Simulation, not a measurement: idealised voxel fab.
Process module heading - voxel released beams
Section shown: cut. Width: 165 nm. Cell size: 5 nm, square.
Cross-section format: a grid of square cells, given as bands from top to bottom; each band is one or more rows of cells. Band: top and bottom heights (nm) first, top before bottom; then materials from left to right, widths in nm. "throughout" marks a sole material filling the band edge to edge. "empty" denotes empty space. For the purposes of this specification, 0 denotes the height below which the wafer in its as-received condition is composed wholly of one material, and the lowermost band, lacking a lower limit, extends downward without end, as expressed in "0 -> down". Quick explanation for "30..40": the width changes in equal steps down the rows of cells, from the first number in the band's top row to the second number in its bottom row. A step reported as "all unchanged" is a step in which no cell of the cross-section changed. In "Closed void inventory" the enclosed voids are listed, meaning empty spaces of 8 cells or larger without any opening to the top. The form is width x height at distance, distance from the left edge, units nm. Step line, after settings: the simulator's comment on this step. "overlay nm" denotes, for a step that has a mask, the displacement of the mask to the right of its planned place, with negative values corresponding to the left. From here on the document is pairs. In a pair, the cross-section before one process step comes with the cross-section after it, and the latter goes no deeper than the lowest band that changed. What lies in between, the step and its settings, is written under the pair. A pair may be from a different run of this module on the same starting wafer than the pair above it, so it continues from that pair only where its entry headed "Cross-section, before" says so.
[Cross-section, before]
- 0 -> down = Si throughout
- Closed void inventory: none
[Step Result]
- 10 -> 0 = SiN throughout
- For the remainder of the cross-section, below 0, there is no change.
- Closed void inventory: none
Transition step, before and after shown above: op CONFORMAL_DEP | material SiN | thk nm 10
Cross-section, before: For the state before this step, see the after cross-section of the pair located directly above.
[Step Result]
- 30 -> 10 = SiO2 throughout
- For the remainder of the cross-section, below 10, there is no change.
- Closed void inventory: none
Transition step, before and after shown above: op DIRECTIONAL_DEP | material SiO2 | thk nm 20
Cross-section, before: For the state before this step, see the after cross-section of the pair located directly above.
[Step Result]
- 45 -> 30 = aC throughout
- For the remainder of the cross-section, below 30, there is no change.
- Closed void inventory: none
Transition step, before and after shown above: op DIRECTIONAL_DEP | material aC | thk nm 15
Cross-section, before: For the state before this step, see the after cross-section of the pair located directly above.
[Step Result]
- 75 -> 45 = resist=35 | empty=35 | resist=95
- For the remainder of the cross-section, below 45, there is no change.
- Closed void inventory: none
Transition step, before and after shown above: op PATTERN | tone open | mask id ANCHOR | material resist | width nm 35 | thk nm 30 | overlay nm 0
Cross-section, before: For the state before this step, see the after cross-section of the pair located directly above.
[Step Result]
- 60 -> 45 = resist=35 | empty=35 | resist=95
- 45 -> 30 = aC=35 | empty=35 | aC=95
- For the remainder of the cross-section, below 30, there is no change.
- Closed void inventory: none
Transition step, before and after shown above: op DIRECTIONAL_ETCH | etch materials aC | depth nm 15
Cross-section, before: For the state before this step, see the after cross-section of the pair located directly above.
[Step Result]
- 45 -> 30 = aC=35 | empty=35 | aC=95
- For the remainder of the cross-section, below 30, there is no change.
- Closed void inventory: none
Transition step, before and after shown above: op STRIP | etch materials resist
Cross-section, before: For the state before this step, see the after cross-section of the pair located directly above.
[Step Result]
- 45 -> 30 = aC=35 | empty=35 | aC=95
- 30 -> 10 = SiO2=35 | empty=35 | SiO2=95
- For the remainder of the cross-section, below 10, there is no change.
- Closed void inventory: none
Transition step, before and after shown above: op DIRECTIONAL_ETCH | etch materials SiO2 | depth nm 20
Cross-section, before: For the state before this step, see the after cross-section of the pair located directly above.
[Step Result]
- 30 -> 10 = SiO2=35 | empty=35 | SiO2=95
- For the remainder of the cross-section, below 10, there is no change.
- Closed void inventory: none
Transition step, before and after shown above: op STRIP | etch materials aC
Cross-section, before: For the state before this step, see the after cross-section of the pair located directly above.
[Step Result]
- 45 -> 30 = polySi=50 | empty=5 | polySi=110
- 30 -> 25 = SiO2=35 | polySi=15 | empty=5 | polySi=15 | SiO2=95
- 25 -> 10 = SiO2=35 | polySi=35 | SiO2=95
- For the remainder of the cross-section, below 10, there is no change.
- Closed void inventory: none
Transition step, before and after shown above: op CONFORMAL_DEP | material polySi | thk nm 15
Cross-section, before: For the state before this step, see the after cross-section of the pair located directly above.
[Step Result]
- 60 -> 45 = aC=50 | empty=5 | aC=110
- 45 -> 40 = polySi=50 | empty=5 | polySi=110
- 40 -> 30 = polySi=50 | aC=5 | polySi=110
- 30 -> 25 = SiO2=35 | polySi=15 | aC=5 | polySi=15 | SiO2=95
- For the remainder of the cross-section, below 25, there is no change.
- Closed void inventory: none
Transition step, before and after shown above: op DIRECTIONAL_DEP | material aC | thk nm 15
Cross-section, before: For the state before this step, see the after cross-section of the pair located directly above.
[Step Result]
- 95 -> 60 = empty=30 | resist=95 | empty=40
- 60 -> 45 = aC=50 | resist=5 | aC=110
- 45 -> 40 = polySi=50 | resist=5 | polySi=110
- For the remainder of the cross-section, below 40, there is no change.
- Closed void inventory: none
Transition step, before and after shown above: op PATTERN | tone cover | mask id BEAM | material resist | width nm 95 | thk nm 35 | overlay nm 0
Cross-section, before: For the state before this step, see the after cross-section of the pair located directly above.
[Step Result]
- 80 -> 60 = empty=30 | resist=95 | empty=40
- 60 -> 45 = empty=30 | aC=20 | resist=5 | aC=70 | empty=40
- For the remainder of the cross-section, below 45, there is no change.
- Closed void inventory: none
Transition step, before and after shown above: op DIRECTIONAL_ETCH | etch materials aC | depth nm 15
Cross-section, before: For the state before this step, see the after cross-section of the pair located directly above.
[Step Result]
- 60 -> 45 = empty=30 | aC=20 | empty=5 | aC=70 | empty=40
- 45 -> 40 = polySi=50 | empty=5 | polySi=110
- For the remainder of the cross-section, below 40, there is no change.
- Closed void inventory: none
Transition step, before and after shown above: op STRIP | etch materials resist
Cross-section, before: For the state before this step, see the after cross-section of the pair located directly above.
[Step Result]
- 60 -> 45 = empty=30 | aC=20 | empty=5 | aC=70 | empty=40
- 45 -> 40 = empty=30 | polySi=20 | empty=5 | polySi=70 | empty=40
- 40 -> 30 = empty=30 | polySi=20 | aC=5 | polySi=70 | empty=40
- For the remainder of the cross-section, below 30, there is no change.
- Closed void inventory: none
Transition step, before and after shown above: op DIRECTIONAL_ETCH | etch materials polySi | depth nm 15
Cross-section, before: For the state before this step, see the after cross-section of the pair located directly above.
[Step Result]
- 45 -> 30 = empty=30 | polySi=20 | empty=5 | polySi=70 | empty=40
- 30 -> 25 = SiO2=35 | polySi=15 | empty=5 | polySi=15 | SiO2=95
- For the remainder of the cross-section, below 25, there is no change.
- Closed void inventory: none
Transition step, before and after shown above: op STRIP | etch materials aC
Cross-section, before: For the state before this step, see the after cross-section of the pair located directly above.
[Step Result]
- 45 -> 30 = empty=30 | polySi=20 | empty=5 | polySi=70 | empty=40
- 30 -> 25 = empty=35 | polySi=15 | empty=5 | polySi=15 | empty=95
- 25 -> 10 = empty=35 | polySi=35 | empty=95
- For the remainder of the cross-section, below 10, there is no change.
- Closed void inventory: none
Transition step, before and after shown above: op STRIP | etch materials SiO2
[Cross-section, before]
- 0 -> down = Si throughout
- Closed void inventory: none
[Step Result]
- 20 -> 0 = SiO2 throughout
- For the remainder of the cross-section, below 0, there is no change.
- Closed void inventory: none
Transition step, before and after shown above: op DIRECTIONAL_DEP | material SiO2 | thk nm 20
Cross-section, before: For the state before this step, see the after cross-section of the pair located directly above.
[Step Result]
- 35 -> 20 = aC throughout
- For the remainder of the cross-section, below 20, there is no change.
- Closed void inventory: none
Transition step, before and after shown above: op DIRECTIONAL_DEP | material aC | thk nm 15
Cross-section, before: For the state before this step, see the after cross-section of the pair located directly above.
[Step Result]
- 65 -> 35 = resist=35 | empty=35 | resist=95
- For the remainder of the cross-section, below 35, there is no change.
- Closed void inventory: none
Transition step, before and after shown above: op PATTERN | tone open | mask id ANCHOR | material resist | width nm 35 | thk nm 30 | overlay nm 0
Cross-section, before: For the state before this step, see the after cross-section of the pair located directly above.
[Step Result]
- 50 -> 35 = resist=35 | empty=35 | resist=95
- 35 -> 20 = aC=35 | empty=35 | aC=95
- For the remainder of the cross-section, below 20, there is no change.
- Closed void inventory: none
Transition step, before and after shown above: op DIRECTIONAL_ETCH | etch materials aC | depth nm 15
Cross-section, before: For the state before this step, see the after cross-section of the pair located directly above.
[Step Result]
- 35 -> 20 = aC=35 | empty=35 | aC=95
- For the remainder of the cross-section, below 20, there is no change.
- Closed void inventory: none
Transition step, before and after shown above: op STRIP | etch materials resist
Cross-section, before: For the state before this step, see the after cross-section of the pair located directly above.
[Step Result]
- 35 -> 20 = aC=35 | empty=35 | aC=95
- 20 -> 0 = SiO2=35 | empty=35 | SiO2=95
- For the remainder of the cross-section, below 0, there is no change.
- Closed void inventory: none
Transition step, before and after shown above: op DIRECTIONAL_ETCH | etch materials SiO2 | depth nm 20
Cross-section, before: For the state before this step, see the after cross-section of the pair located directly above.
[Step Result]
- 20 -> 0 = SiO2=35 | empty=35 | SiO2=95
- For the remainder of the cross-section, below 0, there is no change.
- Closed void inventory: none
Transition step, before and after shown above: op STRIP | etch materials aC
Cross-section, before: For the state before this step, see the after cross-section of the pair located directly above.
[Step Result]
- 35 -> 20 = polySi=50 | empty=5 | polySi=110
- 20 -> 15 = SiO2=35 | polySi=15 | empty=5 | polySi=15 | SiO2=95
- 15 -> 0 = SiO2=35 | polySi=35 | SiO2=95
- For the remainder of the cross-section, below 0, there is no change.
- Closed void inventory: none
Transition step, before and after shown above: op CONFORMAL_DEP | material polySi | thk nm 15
Cross-section, before: For the state before this step, see the after cross-section of the pair located directly above.
[Step Result]
- 50 -> 35 = aC=50 | empty=5 | aC=110
- 35 -> 30 = polySi=50 | empty=5 | polySi=110
- 30 -> 20 = polySi=50 | aC=5 | polySi=110
- 20 -> 15 = SiO2=35 | polySi=15 | aC=5 | polySi=15 | SiO2=95
- For the remainder of the cross-section, below 15, there is no change.
- Closed void inventory: none
Transition step, before and after shown above: op DIRECTIONAL_DEP | material aC | thk nm 15
Cross-section, before: For the state before this step, see the after cross-section of the pair located directly above.
[Step Result]
- 85 -> 50 = empty=30 | resist=95 | empty=40
- 50 -> 35 = aC=50 | resist=5 | aC=110
- 35 -> 30 = polySi=50 | resist=5 | polySi=110
- For the remainder of the cross-section, below 30, there is no change.
- Closed void inventory: none
Transition step, before and after shown above: op PATTERN | tone cover | mask id BEAM | material resist | width nm 95 | thk nm 35 | overlay nm 0
Cross-section, before: For the state before this step, see the after cross-section of the pair located directly above.
[Step Result]
- 70 -> 50 = empty=30 | resist=95 | empty=40
- 50 -> 35 = empty=30 | aC=20 | resist=5 | aC=70 | empty=40
- For the remainder of the cross-section, below 35, there is no change.
- Closed void inventory: none
Transition step, before and after shown above: op DIRECTIONAL_ETCH | etch materials aC | depth nm 15
Cross-section, before: For the state before this step, see the after cross-section of the pair located directly above.
[Step Result]
- 50 -> 35 = empty=30 | aC=20 | empty=5 | aC=70 | empty=40
- 35 -> 30 = polySi=50 | empty=5 | polySi=110
- For the remainder of the cross-section, below 30, there is no change.
- Closed void inventory: none
Transition step, before and after shown above: op STRIP | etch materials resist
Cross-section, before: For the state before this step, see the after cross-section of the pair located directly above.
[Step Result]
- 50 -> 35 = empty=30 | aC=20 | empty=5 | aC=70 | empty=40
- 35 -> 30 = empty=30 | polySi=20 | empty=5 | polySi=70 | empty=40
- 30 -> 20 = empty=30 | polySi=20 | aC=5 | polySi=70 | empty=40
- For the remainder of the cross-section, below 20, there is no change.
- Closed void inventory: none
Transition step, before and after shown above: op DIRECTIONAL_ETCH | etch materials polySi | depth nm 15
Cross-section, before: For the state before this step, see the after cross-section of the pair located directly above.
[Step Result]
- 35 -> 20 = empty=30 | polySi=20 | empty=5 | polySi=70 | empty=40
- 20 -> 15 = SiO2=35 | polySi=15 | empty=5 | polySi=15 | SiO2=95
- For the remainder of the cross-section, below 15, there is no change.
- Closed void inventory: none
Transition step, before and after shown above: op STRIP | etch materials aC
Cross-section, before: For the state before this step, see the after cross-section of the pair located directly above.
[Step Result]
- 35 -> 20 = empty=30 | polySi=20 | empty=5 | polySi=70 | empty=40
- 20 -> 15 = empty=35 | polySi=15 | empty=5 | polySi=15 | empty=95
- 15 -> 0 = empty=35 | polySi=35 | empty=95
- For the remainder of the cross-section, below 0, there is no change.
- Closed void inventory: none
Transition step, before and after shown above: op STRIP | etch materials SiO2
[Cross-section, before]
- 45 -> 30 = polySi=50 | empty=5 | polySi=110
- 30 -> 25 = SiO2=35 | polySi=15 | empty=5 | polySi=15 | SiO2=95
- 25 -> 10 = SiO2=35 | polySi=35 | SiO2=95
- 10 -> 0 = SiN throughout
- 0 -> down = Si throughout
- Closed void inventory: none
[Step Result]
- 60 -> 30 = polySi throughout
- 30 -> 10 = SiO2=35 | polySi=35 | SiO2=95
- For the remainder of the cross-section, below 10, there is no change.
- Closed void inventory: none
Transition step, before and after shown above: op CONFORMAL_DEP | material polySi | thk nm 15
Cross-section, before: For the state before this step, see the after cross-section of the pair located directly above.
[Step Result]
- 75 -> 60 = aC throughout
- For the remainder of the cross-section, below 60, there is no change.
- Closed void inventory: none
Transition step, before and after shown above: op DIRECTIONAL_DEP | material aC | thk nm 15
Cross-section, before: For the state before this step, see the after cross-section of the pair located directly above.
[Step Result]
- 110 -> 75 = empty=30 | resist=95 | empty=40
- For the remainder of the cross-section, below 75, there is no change.
- Closed void inventory: none
Transition step, before and after shown above: op PATTERN | tone cover | mask id BEAM | material resist | width nm 95 | thk nm 35 | overlay nm 0
Cross-section, before: For the state before this step, see the after cross-section of the pair located directly above.
[Step Result]
- 95 -> 75 = empty=30 | resist=95 | empty=40
- 75 -> 60 = empty=30 | aC=95 | empty=40
- For the remainder of the cross-section, below 60, there is no change.
- Closed void inventory: none
Transition step, before and after shown above: op DIRECTIONAL_ETCH | etch materials aC | depth nm 15
Cross-section, before: For the state before this step, see the after cross-section of the pair located directly above.
[Step Result]
- 75 -> 60 = empty=30 | aC=95 | empty=40
- For the remainder of the cross-section, below 60, there is no change.
- Closed void inventory: none
Transition step, before and after shown above: op STRIP | etch materials resist
Cross-section, before: For the state before this step, see the after cross-section of the pair located directly above.
[Step Result]
- 75 -> 60 = empty=30 | aC=95 | empty=40
- 60 -> 45 = empty=30 | polySi=95 | empty=40
- For the remainder of the cross-section, below 45, there is no change.
- Closed void inventory: none
Transition step, before and after shown above: op DIRECTIONAL_ETCH | etch materials polySi | depth nm 15
Cross-section, before: For the state before this step, see the after cross-section of the pair located directly above.
[Step Result]
- 60 -> 45 = empty=30 | polySi=95 | empty=40
- For the remainder of the cross-section, below 45, there is no change.
- Closed void inventory: none
Transition step, before and after shown above: op STRIP | etch materials aC
[Cross-section, before]
- 20 -> 0 = SiO2 throughout
- 0 -> down = Si throughout
- Closed void inventory: none
[Step Result]
- 30 -> 20 = SiN throughout
- For the remainder of the cross-section, below 20, there is no change.
- Closed void inventory: none
Transition step, before and after shown above: op CONFORMAL_DEP | material SiN | thk nm 10
Cross-section, before: For the state before this step, see the after cross-section of the pair located directly above.
[Step Result]
- 45 -> 30 = aC throughout
- For the remainder of the cross-section, below 30, there is no change.
- Closed void inventory: none
Transition step, before and after shown above: op DIRECTIONAL_DEP | material aC | thk nm 15
Cross-section, before: For the state before this step, see the after cross-section of the pair located directly above.
[Step Result]
- 75 -> 45 = resist=35 | empty=35 | resist=95
- For the remainder of the cross-section, below 45, there is no change.
- Closed void inventory: none
Transition step, before and after shown above: op PATTERN | tone open | mask id ANCHOR | material resist | width nm 35 | thk nm 30 | overlay nm 0
Cross-section, before: For the state before this step, see the after cross-section of the pair located directly above.
[Step Result]
- 60 -> 45 = resist=35 | empty=35 | resist=95
- 45 -> 30 = aC=35 | empty=35 | aC=95
- For the remainder of the cross-section, below 30, there is no change.
- Closed void inventory: none
Transition step, before and after shown above: op DIRECTIONAL_ETCH | etch materials aC | depth nm 15
Cross-section, before: For the state before this step, see the after cross-section of the pair located directly above.
[Step Result]
- 45 -> 30 = aC=35 | empty=35 | aC=95
- For the remainder of the cross-section, below 30, there is no change.
- Closed void inventory: none
Transition step, before and after shown above: op STRIP | etch materials resist
Cross-section, before: For the state before this step, see the after cross-section of the pair located directly above.
[Step Result]
- 30 -> 20 = SiN throughout
- For the remainder of the cross-section, below 20, there is no change.
- Closed void inventory: none
Transition step, before and after shown above: op STRIP | etch materials aC
Cross-section, before: For the state before this step, see the after cross-section of the pair located directly above.
[Step Result]
- 45 -> 30 = polySi throughout
- For the remainder of the cross-section, below 30, there is no change.
- Closed void inventory: none
Transition step, before and after shown above: op CONFORMAL_DEP | material polySi | thk nm 15
Cross-section, before: For the state before this step, see the after cross-section of the pair located directly above.
[Step Result]
- 60 -> 45 = aC throughout
- For the remainder of the cross-section, below 45, there is no change.
- Closed void inventory: none
Transition step, before and after shown above: op DIRECTIONAL_DEP | material aC | thk nm 15
Cross-section, before: For the state before this step, see the after cross-section of the pair located directly above.
[Step Result]
- 95 -> 60 = empty=30 | resist=95 | empty=40
- For the remainder of the cross-section, below 60, there is no change.
- Closed void inventory: none
Transition step, before and after shown above: op PATTERN | tone cover | mask id BEAM | material resist | width nm 95 | thk nm 35 | overlay nm 0
Cross-section, before: For the state before this step, see the after cross-section of the pair located directly above.
[Step Result]
- 80 -> 60 = empty=30 | resist=95 | empty=40
- 60 -> 45 = empty=30 | aC=95 | empty=40
- For the remainder of the cross-section, below 45, there is no change.
- Closed void inventory: none
Transition step, before and after shown above: op DIRECTIONAL_ETCH | etch materials aC | depth nm 15
Cross-section, before: For the state before this step, see the after cross-section of the pair located directly above.
[Step Result]
- 60 -> 45 = empty=30 | aC=95 | empty=40
- For the remainder of the cross-section, below 45, there is no change.
- Closed void inventory: none
Transition step, before and after shown above: op STRIP | etch materials resist
Cross-section, before: For the state before this step, see the after cross-section of the pair located directly above.
[Step Result]
- 60 -> 45 = empty=30 | aC=95 | empty=40
- 45 -> 30 = empty=30 | polySi=95 | empty=40
- For the remainder of the cross-section, below 30, there is no change.
- Closed void inventory: none
Transition step, before and after shown above: op DIRECTIONAL_ETCH | etch materials polySi | depth nm 15
Cross-section, before: For the state before this step, see the after cross-section of the pair located directly above.
[Step Result]
- 45 -> 30 = empty=30 | polySi=95 | empty=40
- For the remainder of the cross-section, below 30, there is no change.
- Closed void inventory: none
Transition step, before and after shown above: op STRIP | etch materials aC
[Cross-section, before]
- 10 -> 0 = SiN throughout
- 0 -> down = Si throughout
- Closed void inventory: none
[Step Result]
- 20 -> 10 = SiO2 throughout
- For the remainder of the cross-section, below 10, there is no change.
- Closed void inventory: none
Transition step, before and after shown above: op DIRECTIONAL_DEP | material SiO2 | thk nm 10
Cross-section, before: For the state before this step, see the after cross-section of the pair located directly above.
[Step Result]
- 35 -> 20 = aC throughout
- For the remainder of the cross-section, below 20, there is no change.
- Closed void inventory: none
Transition step, before and after shown above: op DIRECTIONAL_DEP | material aC | thk nm 15
Cross-section, before: For the state before this step, see the after cross-section of the pair located directly above.
[Step Result]
- 65 -> 35 = resist=35 | empty=35 | resist=95
- For the remainder of the cross-section, below 35, there is no change.
- Closed void inventory: none
Transition step, before and after shown above: op PATTERN | tone open | mask id ANCHOR | material resist | width nm 35 | thk nm 30 | overlay nm 0
Cross-section, before: For the state before this step, see the after cross-section of the pair located directly above.
[Step Result]
- 50 -> 35 = resist=35 | empty=35 | resist=95
- 35 -> 20 = aC=35 | empty=35 | aC=95
- For the remainder of the cross-section, below 20, there is no change.
- Closed void inventory: none
Transition step, before and after shown above: op DIRECTIONAL_ETCH | etch materials aC | depth nm 15
Cross-section, before: For the state before this step, see the after cross-section of the pair located directly above.
[Step Result]
- 35 -> 20 = aC=35 | empty=35 | aC=95
- For the remainder of the cross-section, below 20, there is no change.
- Closed void inventory: none
Transition step, before and after shown above: op STRIP | etch materials resist
Cross-section, before: For the state before this step, see the after cross-section of the pair located directly above.
[Step Result]
- 35 -> 20 = aC=35 | empty=35 | aC=95
- 20 -> 10 = SiO2=35 | empty=35 | SiO2=95
- For the remainder of the cross-section, below 10, there is no change.
- Closed void inventory: none
Transition step, before and after shown above: op DIRECTIONAL_ETCH | etch materials SiO2 | depth nm 20
Cross-section, before: For the state before this step, see the after cross-section of the pair located directly above.
[Step Result]
- 20 -> 10 = SiO2=35 | empty=35 | SiO2=95
- For the remainder of the cross-section, below 10, there is no change.
- Closed void inventory: none
Transition step, before and after shown above: op STRIP | etch materials aC
Cross-section, before: For the state before this step, see the after cross-section of the pair located directly above.
[Step Result]
- 35 -> 25 = polySi=50 | empty=5 | polySi=110
- 25 -> 20 = polySi throughout
- 20 -> 10 = SiO2=35 | polySi=35 | SiO2=95
- For the remainder of the cross-section, below 10, there is no change.
- Closed void inventory: none
Transition step, before and after shown above: op CONFORMAL_DEP | material polySi | thk nm 15
Cross-section, before: For the state before this step, see the after cross-section of the pair located directly above.
[Step Result]
- 50 -> 40 = aC=50 | empty=5 | aC=110
- 40 -> 35 = aC throughout
- 35 -> 25 = polySi=50 | aC=5 | polySi=110
- For the remainder of the cross-section, below 25, there is no change.
- Closed void inventory: none
Transition step, before and after shown above: op DIRECTIONAL_DEP | material aC | thk nm 15
Cross-section, before: For the state before this step, see the after cross-section of the pair located directly above.
[Step Result]
- 85 -> 50 = empty=30 | resist=95 | empty=40
- 50 -> 40 = aC=50 | resist=5 | aC=110
- For the remainder of the cross-section, below 40, there is no change.
- Closed void inventory: none
Transition step, before and after shown above: op PATTERN | tone cover | mask id BEAM | material resist | width nm 95 | thk nm 35 | overlay nm 0
Cross-section, before: For the state before this step, see the after cross-section of the pair located directly above.
[Step Result]
- 70 -> 50 = empty=30 | resist=95 | empty=40
- 50 -> 40 = empty=30 | aC=20 | resist=5 | aC=70 | empty=40
- 40 -> 35 = empty=30 | aC=95 | empty=40
- For the remainder of the cross-section, below 35, there is no change.
- Closed void inventory: none
Transition step, before and after shown above: op DIRECTIONAL_ETCH | etch materials aC | depth nm 15
Cross-section, before: For the state before this step, see the after cross-section of the pair located directly above.
[Step Result]
- 50 -> 40 = empty=30 | aC=20 | empty=5 | aC=70 | empty=40
- For the remainder of the cross-section, below 40, there is no change.
- Closed void inventory: none
Transition step, before and after shown above: op STRIP | etch materials resist
Cross-section, before: For the state before this step, see the after cross-section of the pair located directly above.
[Step Result]
- 50 -> 40 = empty=30 | aC=20 | empty=5 | aC=70 | empty=40
- 40 -> 35 = empty=30 | aC=95 | empty=40
- 35 -> 25 = empty=30 | polySi=20 | aC=5 | polySi=70 | empty=40
- 25 -> 20 = empty=30 | polySi=95 | empty=40
- For the remainder of the cross-section, below 20, there is no change.
- Closed void inventory: none
Transition step, before and after shown above: op DIRECTIONAL_ETCH | etch materials polySi | depth nm 15
Cross-section, before: For the state before this step, see the after cross-section of the pair located directly above.
[Step Result]
- 35 -> 25 = empty=30 | polySi=20 | empty=5 | polySi=70 | empty=40
- For the remainder of the cross-section, below 25, there is no change.
- Closed void inventory: none
Transition step, before and after shown above: op STRIP | etch materials aC
Cross-section, before: For the state before this step, see the after cross-section of the pair located directly above.
[Step Result]
- 35 -> 25 = empty=30 | polySi=20 | empty=5 | polySi=70 | empty=40
- 25 -> 20 = empty=30 | polySi=95 | empty=40
- 20 -> 10 = empty=35 | polySi=35 | empty=95
- For the remainder of the cross-section, below 10, there is no change.
- Closed void inventory: none
Transition step, before and after shown above: op STRIP | etch materials SiO2
[Cross-section, before]
- 45 -> 30 = aC throughout
- 30 -> 10 = SiO2 throughout
- 10 -> 0 = SiN throughout
- 0 -> down = Si throughout
- Closed void inventory: none
[Step Result]
- 75 -> 45 = resist=40 | empty=30 | resist=95
- For the remainder of the cross-section, below 45, there is no change.
- Closed void inventory: none
Transition step, before and after shown above: op PATTERN | tone open | mask id ANCHOR | material resist | width nm 30 | thk nm 30 | overlay nm 0
Cross-section, before: For the state before this step, see the after cross-section of the pair located directly above.
[Step Result]
- 60 -> 45 = resist=40 | empty=30 | resist=95
- 45 -> 30 = aC=40 | empty=30 | aC=95
- For the remainder of the cross-section, below 30, there is no change.
- Closed void inventory: none
Transition step, before and after shown above: op DIRECTIONAL_ETCH | etch materials aC | depth nm 15
Cross-section, before: For the state before this step, see the after cross-section of the pair located directly above.
[Step Result]
- 45 -> 30 = aC=40 | empty=30 | aC=95
- For the remainder of the cross-section, below 30, there is no change.
- Closed void inventory: none
Transition step, before and after shown above: op STRIP | etch materials resist
Cross-section, before: For the state before this step, see the after cross-section of the pair located directly above.
[Step Result]
- 45 -> 30 = aC=40 | empty=30 | aC=95
- 30 -> 10 = SiO2=40 | empty=30 | SiO2=95
- For the remainder of the cross-section, below 10, there is no change.
- Closed void inventory: none
Transition step, before and after shown above: op DIRECTIONAL_ETCH | etch materials SiO2 | depth nm 20
Cross-section, before: For the state before this step, see the after cross-section of the pair located directly above.
[Step Result]
- 30 -> 10 = SiO2=40 | empty=30 | SiO2=95
- For the remainder of the cross-section, below 10, there is no change.
- Closed void inventory: none
Transition step, before and after shown above: op STRIP | etch materials aC
Cross-section, before: For the state before this step, see the after cross-section of the pair located directly above.
[Step Result]
- 45 -> 30 = polySi throughout
- 30 -> 10 = SiO2=40 | polySi=30 | SiO2=95
- For the remainder of the cross-section, below 10, there is no change.
- Closed void inventory: none
Transition step, before and after shown above: op CONFORMAL_DEP | material polySi | thk nm 15
Cross-section, before: For the state before this step, see the after cross-section of the pair located directly above.
[Step Result]
- 60 -> 45 = aC throughout
- For the remainder of the cross-section, below 45, there is no change.
- Closed void inventory: none
Transition step, before and after shown above: op DIRECTIONAL_DEP | material aC | thk nm 15
Cross-section, before: For the state before this step, see the after cross-section of the pair located directly above.
[Step Result]
- 95 -> 60 = empty=30 | resist=95 | empty=40
- For the remainder of the cross-section, below 60, there is no change.
- Closed void inventory: none
Transition step, before and after shown above: op PATTERN | tone cover | mask id BEAM | material resist | width nm 95 | thk nm 35 | overlay nm 0
Cross-section, before: For the state before this step, see the after cross-section of the pair located directly above.
[Step Result]
- 80 -> 60 = empty=30 | resist=95 | empty=40
- 60 -> 45 = empty=30 | aC=95 | empty=40
- For the remainder of the cross-section, below 45, there is no change.
- Closed void inventory: none
Transition step, before and after shown above: op DIRECTIONAL_ETCH | etch materials aC | depth nm 15
Cross-section, before: For the state before this step, see the after cross-section of the pair located directly above.
[Step Result]
- 60 -> 45 = empty=30 | aC=95 | empty=40
- For the remainder of the cross-section, below 45, there is no change.
- Closed void inventory: none
Transition step, before and after shown above: op STRIP | etch materials resist
Cross-section, before: For the state before this step, see the after cross-section of the pair located directly above.
[Step Result]
- 60 -> 45 = empty=30 | aC=95 | empty=40
- 45 -> 30 = empty=30 | polySi=95 | empty=40
- For the remainder of the cross-section, below 30, there is no change.
- Closed void inventory: none
Transition step, before and after shown above: op DIRECTIONAL_ETCH | etch materials polySi | depth nm 15
Cross-section, before: For the state before this step, see the after cross-section of the pair located directly above.
[Step Result]
- 45 -> 30 = empty=30 | polySi=95 | empty=40
- For the remainder of the cross-section, below 30, there is no change.
- Closed void inventory: none
Transition step, before and after shown above: op STRIP | etch materials aC
Cross-section, before: For the state before this step, see the after cross-section of the pair located directly above.
[Step Result]
- 45 -> 30 = empty=30 | polySi=95 | empty=40
- 30 -> 10 = empty=40 | polySi=30 | empty=95
- For the remainder of the cross-section, below 10, there is no change.
- Closed void inventory: none
Transition step, before and after shown above: op STRIP | etch materials SiO2
[Cross-section, before]
- 45 -> 30 = aC throughout
- 30 -> 10 = SiO2 throughout
- 10 -> 0 = SiN throughout
- 0 -> down = Si throughout
- Closed void inventory: none
[Step Result]
- 75 -> 45 = resist=40 | empty=35 | resist=90
- For the remainder of the cross-section, below 45, there is no change.
- Closed void inventory: none
Transition step, before and after shown above: op PATTERN | tone open | mask id ANCHOR | material resist | width nm 35 | thk nm 30 | overlay nm 5
Cross-section, before: For the state before this step, see the after cross-section of the pair located directly above.
[Step Result]
- 60 -> 45 = resist=40 | empty=35 | resist=90
- 45 -> 30 = aC=40 | empty=35 | aC=90
- For the remainder of the cross-section, below 30, there is no change.
- Closed void inventory: none
Transition step, before and after shown above: op DIRECTIONAL_ETCH | etch materials aC | depth nm 15
Cross-section, before: For the state before this step, see the after cross-section of the pair located directly above.
[Step Result]
- 45 -> 30 = aC=40 | empty=35 | aC=90
- For the remainder of the cross-section, below 30, there is no change.
- Closed void inventory: none
Transition step, before and after shown above: op STRIP | etch materials resist
Cross-section, before: For the state before this step, see the after cross-section of the pair located directly above.
[Step Result]
- 45 -> 30 = aC=40 | empty=35 | aC=90
- 30 -> 10 = SiO2=40 | empty=35 | SiO2=90
- For the remainder of the cross-section, below 10, there is no change.
- Closed void inventory: none
Transition step, before and after shown above: op DIRECTIONAL_ETCH | etch materials SiO2 | depth nm 20
Cross-section, before: For the state before this step, see the after cross-section of the pair located directly above.
[Step Result]
- 30 -> 10 = SiO2=40 | empty=35 | SiO2=90
- For the remainder of the cross-section, below 10, there is no change.
- Closed void inventory: none
Transition step, before and after shown above: op STRIP | etch materials aC
Cross-section, before: For the state before this step, see the after cross-section of the pair located directly above.
[Step Result]
- 45 -> 30 = polySi=55 | empty=5 | polySi=105
- 30 -> 25 = SiO2=40 | polySi=15 | empty=5 | polySi=15 | SiO2=90
- 25 -> 10 = SiO2=40 | polySi=35 | SiO2=90
- For the remainder of the cross-section, below 10, there is no change.
- Closed void inventory: none
Transition step, before and after shown above: op CONFORMAL_DEP | material polySi | thk nm 15
Cross-section, before: For the state before this step, see the after cross-section of the pair located directly above.
[Step Result]
- 60 -> 45 = aC=55 | empty=5 | aC=105
- 45 -> 40 = polySi=55 | empty=5 | polySi=105
- 40 -> 30 = polySi=55 | aC=5 | polySi=105
- 30 -> 25 = SiO2=40 | polySi=15 | aC=5 | polySi=15 | SiO2=90
- For the remainder of the cross-section, below 25, there is no change.
- Closed void inventory: none
Transition step, before and after shown above: op DIRECTIONAL_DEP | material aC | thk nm 15
Cross-section, before: For the state before this step, see the after cross-section of the pair located directly above.
[Step Result]
- 95 -> 60 = empty=30 | resist=95 | empty=40
- 60 -> 45 = aC=55 | resist=5 | aC=105
- 45 -> 40 = polySi=55 | resist=5 | polySi=105
- For the remainder of the cross-section, below 40, there is no change.
- Closed void inventory: none
Transition step, before and after shown above: op PATTERN | tone cover | mask id BEAM | material resist | width nm 95 | thk nm 35 | overlay nm 0
Cross-section, before: For the state before this step, see the after cross-section of the pair located directly above.
[Step Result]
- 80 -> 60 = empty=30 | resist=95 | empty=40
- 60 -> 45 = empty=30 | aC=25 | resist=5 | aC=65 | empty=40
- For the remainder of the cross-section, below 45, there is no change.
- Closed void inventory: none
Transition step, before and after shown above: op DIRECTIONAL_ETCH | etch materials aC | depth nm 15
